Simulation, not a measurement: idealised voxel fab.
Process module, titled voxel capacitor over wiring
In the cross-section labelled cut, the width is 145 nm and each square cell is 5 nm.
A cross-section is written here as square cells arranged in a grid, and it is given in bands from the top down, each band taking up one or more rows of cells. This entry defines a band. It first specifies the height of the band's top and the height of its bottom in nm, and then specifies the band's materials from left to right, stating each material with its width in nm. The word "full width" identifies a single material that fills the band from edge to edge, while the word "air" identifies empty space. Note: height 0 marks the level under which the wafer is uniformly one material as received. Lowest band unbounded below, written "0 and below". With a width like "30 to 40", each row of cells in the band differs from the next by the same amount, the top row carrying the first number and the bottom row the second. The cross-section has no changed cell in any step marked "remains unaltered". "Closed void roster" lists enclosed empty spaces (at least 8 cells, no open path upward to the top), each as width x height at distance from the left edge, in nm. What comes after the settings on a step's line is commentary from the simulator itself on that step. overlay nm: how far to the right of its planned place the mask lay on this masked step (negative: to the left).
# Below is the list of planned process steps
1 RECEIVE [material Si]
2 CONFORMAL_DEP [material SiO2] [thk nm 15]
3 CONFORMAL_DEP [material SiN] [thk nm 5]
4 DIRECTIONAL_DEP [material SiO2] [thk nm 20]
5 DIRECTIONAL_DEP [material aC] [thk nm 10]
6 PATTERN [tone open] [mask id METAL_1] [material resist] [width nm 20] [pitch nm 90] [thk nm 30] [overlay nm 0]
7 DIRECTIONAL_ETCH [etch materials aC] [depth nm 10]
8 STRIP [etch materials resist]
9 DIRECTIONAL_ETCH [etch materials SiO2] [depth nm 20]
10 DIRECTIONAL_ETCH [etch materials SiN] [depth nm 5]
11 STRIP [etch materials aC]
12 CONFORMAL_DEP [material TiN] [thk nm 5]
13 FILL_DEP [material Cu] [thk nm 10]
14 CMP [height nm 40]
15 CONFORMAL_DEP [material SiCN] [thk nm 5]
16 DIRECTIONAL_DEP [material lowk] [thk nm 15]
17 DIRECTIONAL_DEP [material aC] [thk nm 15]
18 PATTERN [tone open] [mask id PLUG_1] [material resist] [width nm 15] [thk nm 35] [overlay nm 0]
19 DIRECTIONAL_ETCH [etch materials aC] [depth nm 15]
20 STRIP [etch materials resist]
21 DIRECTIONAL_ETCH [etch materials lowk] [depth nm 15]
22 DIRECTIONAL_ETCH [etch materials SiCN] [depth nm 5]
23 STRIP [etch materials aC]
24 CONFORMAL_DEP [material TiN] [thk nm 5]
25 FILL_DEP [material Cu] [thk nm 5]
26 CMP [height nm 60]
27 DIRECTIONAL_DEP [material TiN] [thk nm 5]
28 DIRECTIONAL_DEP [material SiN] [thk nm 5]
29 DIRECTIONAL_DEP [material TiN] [thk nm 5]
30 DIRECTIONAL_DEP [material aC] [thk nm 10]
31 PATTERN [tone cover] [mask id UPPER_PLATE] [material resist] [width nm 75] [thk nm 30] [overlay nm 0]
32 DIRECTIONAL_ETCH [etch materials aC] [depth nm 10]
33 STRIP [etch materials resist]
34 DIRECTIONAL_ETCH [etch materials TiN] [depth nm 5]
35 DIRECTIONAL_ETCH [etch materials SiN] [depth nm 5]
36 STRIP [etch materials aC]
37 PATTERN [tone cover] [mask id LOWER_PLATE] [material resist] [width nm 85] [thk nm 15] [overlay nm 0]
38 DIRECTIONAL_ETCH [etch materials TiN] [depth nm 5]
39 STRIP [etch materials resist]
40 FILL_DEP [material SiO2] [thk nm 20]
41 CMP [height nm 90]
42 PATTERN [tone open] [mask id PLUG_2] [material resist] [width nm 15] [thk nm 15] [overlay nm 0]
43 DIRECTIONAL_ETCH [etch materials SiO2] [depth nm 15]
44 STRIP [etch materials resist]
45 CONFORMAL_DEP [material TiN] [thk nm 5]
46 FILL_DEP [material Ru] [thk nm 10]
47 CMP [height nm 90]
48 CONFORMAL_DEP [material SiN] [thk nm 5]
# This is the cross-section of the wafer as we received it, i.e. after step 1
  0 and below | Si full width
  Closed void roster: none
# Module complete - cross-section of the first of two wafers, run according to plan
  95 down to 90 | SiN full width
  90 down to 80 | 30 nm SiO2, 5 nm TiN, 5 nm Ru, 5 nm TiN, 100 nm SiO2
  80 down to 70 | 30 to 20 nm SiO2, 15 to 75 nm TiN, 100 to 50 nm SiO2
  70 down to 65 | 20 nm SiO2, 75 nm SiN, 50 nm SiO2
  65 down to 60 | 15 nm SiO2, 85 nm TiN, 45 nm SiO2
  60 down to 45 | 20 nm lowk, 5 nm TiN, 5 nm Cu, 5 nm TiN, 110 nm lowk
  45 down to 40 | 20 nm SiCN, 15 nm TiN, 110 nm SiCN
  40 down to 20 | 15 nm SiO2, 5 nm TiN, 10 nm Cu, 5 nm TiN, 70 nm SiO2, 5 nm TiN, 10 nm Cu, 5 nm TiN, 20 nm SiO2
  20 down to 15 | 15 nm SiN, 20 nm TiN, 70 nm SiN, 20 nm TiN, 20 nm SiN
  15 down to 0 | SiO2 full width
  0 and below | Si full width
  Closed void roster: none
# Wafer two, end of module, cross-section. Same start, same plan as wafer one. One mistake in the run
  95 down to 90 | SiN full width
  90 down to 80 | 30 nm SiO2, 5 nm TiN, 5 nm Ru, 5 nm TiN, 100 nm SiO2
  80 down to 70 | 30 to 20 nm SiO2, 15 to 75 nm TiN, 100 to 50 nm SiO2
  70 down to 65 | 20 nm SiO2, 75 nm SiN, 50 nm SiO2
  65 down to 60 | 15 nm SiO2, 85 nm TiN, 45 nm SiO2
  60 down to 45 | 20 nm lowk, 5 nm TiN, 5 nm Cu, 5 nm TiN, 110 nm lowk
  45 down to 40 | 20 nm SiCN, 15 nm TiN, 110 nm SiCN
  40 down to 30 | 15 nm SiO2, 5 nm TiN, 10 nm Cu, 5 nm TiN, 70 nm SiO2, 5 nm TiN, 10 nm Cu, 5 nm TiN, 20 nm SiO2
  30 down to 25 | 15 nm SiN, 20 nm TiN, 70 nm SiN, 20 nm TiN, 20 nm SiN
  25 down to 0 | SiO2 full width
  0 and below | Si full width
  Closed void roster: none
Here's what went sideways: step 2 ran with different settings than intended, the actual operation and settings being CONFORMAL_DEP [material SiO2] [thk nm 25]
Count the cells at the end and the second wafer has more or fewer of some materials than the first: -8 Cu, +16 SiO2, -8 TiN
